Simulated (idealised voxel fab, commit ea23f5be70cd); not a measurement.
Title: Process Module voxel capacitor over wiring
Displayed cross-section: cut, width of 240 nm, square cells sized 5 nm.
Heads up, the way a cross-section reads in here is a grid of square cells, handed over as bands from the top down, with every band being one or more rows of cells.
Read a band's entry like this: the first values are the height of its top and the height of its bottom in nm, and what follows is the sequence of materials from left to right, each with its width in nm. Note that "blank" is empty space, and that a single material marked "edge to edge" reaches across the band from edge to edge.
The reference from which all heights are counted is 0, the level beneath which the as-received wafer is entirely one material; the lowest band, having no lower bound, proceeds downward and is written after the example "0 and below".
The width entry "30->40" should be interpreted row by row: the top row of cells in the band takes the first number, the bottom row takes the second number, and the change between adjacent rows is uniform throughout.
No cell of the cross-section changed in a step that is given as "stayed the same".
"Sealed-off cavities" - sealed voids, min. 8 cells, no opening to top; format: width x height at distance (distance from left edge; nm throughout).
Heads up: the bit after the settings on a step's line is the simulator's remark on that step.
overlay nm: mask offset rightward from planned place, masked step; negative means leftward offset.

-- Set out below are the planned steps of the process
1,RECEIVE: material Si
2,CONFORMAL_DEP: material SiO2, thk nm 15
3,DIRECTIONAL_DEP: material TiN, thk nm 5
4,DIRECTIONAL_DEP: material W, thk nm 15
5,MASKED_ETCH: tone cover, mask id METAL_1, width nm 30, pitch nm 90, etch materials W, depth nm 15, overlay nm 0
6,MASKED_ETCH: tone cover, mask id METAL_1, width nm 30, pitch nm 90, etch materials TiN, depth nm 5, overlay nm 0
7,FILL_DEP: material SiO2, thk nm 5
8,CMP: height nm 35
9,CONFORMAL_DEP: material SiCN, thk nm 5
10,DIRECTIONAL_DEP: material SiO2, thk nm 20
11,DIRECTIONAL_DEP: material aC, thk nm 10
12,PATTERN: tone open, mask id PLUG_1, material resist, width nm 15, thk nm 30, overlay nm 0
13,DIRECTIONAL_ETCH: etch materials aC, depth nm 10
14,STRIP: etch materials resist
15,DIRECTIONAL_ETCH: etch materials SiO2, depth nm 20
16,DIRECTIONAL_ETCH: etch materials SiCN, depth nm 5
17,STRIP: etch materials aC
18,EPI: material Ru, thk nm 10
19,EPI: material Ru, thk nm 10
20,EPI: material Ru, thk nm 5
21,DIRECTIONAL_DEP: material TiN, thk nm 5
22,DIRECTIONAL_DEP: material SiN, thk nm 5
23,DIRECTIONAL_DEP: material TiN, thk nm 5
24,MASKED_ETCH: tone cover, mask id UPPER_PLATE, width nm 65, etch materials TiN, depth nm 5, overlay nm 0
25,MASKED_ETCH: tone cover, mask id UPPER_PLATE, width nm 65, etch materials SiN, depth nm 5, overlay nm -15
26,MASKED_ETCH: tone cover, mask id LOWER_PLATE, width nm 75, etch materials TiN, depth nm 5, overlay nm 0
27,FILL_DEP: material SiO2, thk nm 20
28,CMP: height nm 90
29,DIRECTIONAL_DEP: material aC, thk nm 10
30,PATTERN: tone open, mask id PLUG_2, material resist, width nm 15, thk nm 30, overlay nm 0
31,DIRECTIONAL_ETCH: etch materials aC, depth nm 10
32,STRIP: etch materials resist
33,DIRECTIONAL_ETCH: etch materials SiO2, depth nm 15
34,STRIP: etch materials aC
35,CONFORMAL_DEP: material TiN, thk nm 5
36,FILL_DEP: material W, thk nm 5
37,CMP: height nm 90
38,CONFORMAL_DEP: material SiCN, thk nm 5
For this document, wafers share an identical start and vary in the step 25 overlay nm; the plan quotes the first wafer's value.

-- This is how the first of several wafers looked in cross-section when it arrived, which is after step 1
* 0 and below  Si edge to edge
* Sealed-off cavities: none

-- End of module, by wafer: material-by-material cell gain (+) or loss (-) since receipt, then closed voids
overlay nm -15 | +15 Ru | +93 SiCN | +16 SiN | +701 SiO2 | +49 TiN | +38 W | Sealed-off cavities: none
overlay nm -10 | +15 Ru | +93 SiCN | +15 SiN | +703 SiO2 | +48 TiN | +38 W | Sealed-off cavities: none
overlay nm -5 | +15 Ru | +93 SiCN | +14 SiN | +705 SiO2 | +47 TiN | +38 W | Sealed-off cavities: none
overlay nm 0 | +15 Ru | +93 SiCN | +13 SiN | +706 SiO2 | +47 TiN | +38 W | Sealed-off cavities: none
overlay nm 5 | +15 Ru | +93 SiCN | +14 SiN | +705 SiO2 | +47 TiN | +38 W | Sealed-off cavities: none
overlay nm 10 | +15 Ru | +93 SiCN | +15 SiN | +703 SiO2 | +48 TiN | +38 W | Sealed-off cavities: none
overlay nm 15 | +15 Ru | +93 SiCN | +16 SiN | +701 SiO2 | +49 TiN | +38 W | Sealed-off cavities: none
